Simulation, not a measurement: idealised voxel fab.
process module | voxel released beams
cross-section cut | 220 nm wide | cells 5 nm
A cross-section is a grid of square cells, given in bands from the top down. A band is one or more rows of cells.
Each band's line starts with the height of the band's top and of its bottom, in nm. Then come its materials from left to right, each with its width in nm. One material with "throughout" fills the band from edge to edge. "air" is empty space.
Height 0 is the level under which the wafer as received is all one material. The lowest band goes on downwards, as in "0 down".
A width such as "30 to 40" changes by the same amount from each row of cells to the next, from the band's top row to its bottom row.
"no change" after a step means that no cell of the cross-section changed.
closed voids: empty space of 8 cells or more with no open way to the top, each as width x height at its distance from the left edge, in nm
after a step's settings: what the simulator itself notes on the step
overlay nm, on a step with a mask: how far to the right of its planned place the mask lay; to the left if negative
plan
1 op RECEIVE | material Si
2 op CONFORMAL_DEP | material SiN | thk nm 10
3 op DIRECTIONAL_DEP | material SiO2 | thk nm 10
4 op MASKED_ETCH | tone open | mask id ANCHOR | width nm 35 | etch materials SiO2 | depth nm 10 | overlay nm 0
5 op CONFORMAL_DEP | material W | thk nm 10
6 op DIRECTIONAL_DEP | material aC | thk nm 15
7 op PATTERN | tone cover | mask id BEAM | material resist | width nm 110 | thk nm 30 | overlay nm 0
8 op DIRECTIONAL_ETCH | etch materials aC | depth nm 15
9 op STRIP | etch materials resist
10 op DIRECTIONAL_ETCH | etch materials W | depth nm 10
11 op STRIP | etch materials aC
12 op STRIP | etch materials SiO2
as received, after step 1
  0 down: Si throughout
  closed voids: none
a wafer at the end: this start, this plan, one mistake
  35 to 25: air 50 | W 15 | air 15 | W 80 | air 60
  25 to 15: air 55 | W 35 | air 130
  15 to 0: SiN throughout
  0 down: Si throughout
  closed voids: none
what went wrong: step 2 ran as: op CONFORMAL_DEP | material SiN | thk nm 15
